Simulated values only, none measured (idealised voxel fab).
Process module name: voxel gate over fins
We display cut, a cross-section 235 nm in width whose square cells are each 5 nm.
How to read a cross-section here: the picture is a grid of square cells, written as bands going from the top down, and any band can span one or more rows of cells.
The entry gives the band's vertical extent as a top height and a bottom height in nm, then its horizontal make-up as materials from left to right, each with a width in nm. "empty" stands for empty space; a single material marked "full width" fills the band edge to edge.
A quick word on heights: they are counted from 0, and under that level the wafer as it came to us is one material throughout. The lowest band is different from the rest in having no bottom; it simply continues downward, written as in "0 -> down".
A width such as "30 to 40" changes by the same amount from each row of cells to the next, from the band's top row to its bottom row.
"no alterations made" -> step changed no cross-section cell.
You'll see "Enclosed internal voids" listing empty spaces that have no way open to the top, as long as they're 8 cells or more; the notation is width x height at distance, where the distance is from the left edge, and all of it is in nm.
On a step's line, text after the settings is the simulator commenting on that step.
What "overlay nm" on a step's line means: if the step has a mask, that mask lay this far to the right of its planned place, or, when the value is negative, to the left.

**The following list gives the planned process steps**
1. RECEIVE | material Si
2. CONFORMAL_DEP | material SiN | thk nm 10
3. DIRECTIONAL_DEP | material aC | thk nm 15
4. PATTERN | tone cover | mask id FINS | material resist | width nm 15 | pitch nm 40 | thk nm 35 | overlay nm 0
5. DIRECTIONAL_ETCH | etch materials aC | depth nm 15
6. STRIP | etch materials resist
7. DIRECTIONAL_ETCH | etch materials SiN | depth nm 10
8. DIRECTIONAL_ETCH | etch materials Si | depth nm 40
9. STRIP | etch materials aC
10. FILL_DEP | material SiO2 | thk nm 5
11. CMP | height nm 10
12. SELECTIVE_ETCH | etch materials SiO2 | depth nm 25
13. STRIP | etch materials SiN
14. CONFORMAL_DEP | material HfO2 | thk nm 5
15. CONFORMAL_DEP | material TiN | thk nm 5
16. CONFORMAL_DEP | material TiAl | thk nm 5
17. CONFORMAL_DEP | material TiN | thk nm 5
18. FILL_DEP | material W | thk nm 10
19. CMP | height nm 25
20. CONFORMAL_DEP | material SiN | thk nm 10

**Wafer at receipt (post step 1), cross-section**
> 0 -> down | Si full width
> Enclosed internal voids: none

**The plan above was carried out on the starting structure above with one mistake, and this cross-section shows the wafer at the end of the module**
> 40 -> 25 | SiN full width
> 25 -> 20 | W full width
> 20 -> 15 | W 70 nm, then TiN 95 nm, then W 70 nm
> 15 -> 10 | W 70 nm, then TiN 5 nm, then TiAl 85 nm, then TiN 5 nm, then W 70 nm
> 10 -> 5 | W 70 nm, then TiN 5 nm, then TiAl 5 nm, then TiN 35 nm, then TiAl 5 nm, then TiN 35 nm, then TiAl 5 nm, then TiN 5 nm, then W 70 nm
> 5 -> 0 | TiN 75 nm, then TiAl 5 nm, then TiN 5 nm, then HfO2 25 nm, then TiN 5 nm, then TiAl 5 nm, then TiN 5 nm, then HfO2 25 nm, then TiN 5 nm, then TiAl 5 nm, then TiN 75 nm
> 0 -> -5 | TiAl 80 nm, then TiN 5 nm, then HfO2 5 nm, then Si 15 nm, then HfO2 5 nm, then TiN 5 nm, then TiAl 5 nm, then TiN 5 nm, then HfO2 5 nm, then Si 15 nm, then HfO2 5 nm, then TiN 5 nm, then TiAl 80 nm
> -5 -> -10 | TiN 85 nm, then HfO2 5 nm, then Si 15 nm, then HfO2 5 nm, then TiN 15 nm, then HfO2 5 nm, then Si 15 nm, then HfO2 5 nm, then TiN 85 nm
> -10 -> -15 | HfO2 90 nm, then Si 15 nm, then HfO2 25 nm, then Si 15 nm, then HfO2 90 nm
> -15 -> -40 | SiO2 90 nm, then Si 15 nm, then SiO2 25 nm, then Si 15 nm, then SiO2 90 nm
> -40 -> down | Si full width
> Enclosed internal voids: none
The plan and the run diverged here: step 20 ran with different settings than intended, the actual operation and settings being CONFORMAL_DEP | material SiN | thk nm 15
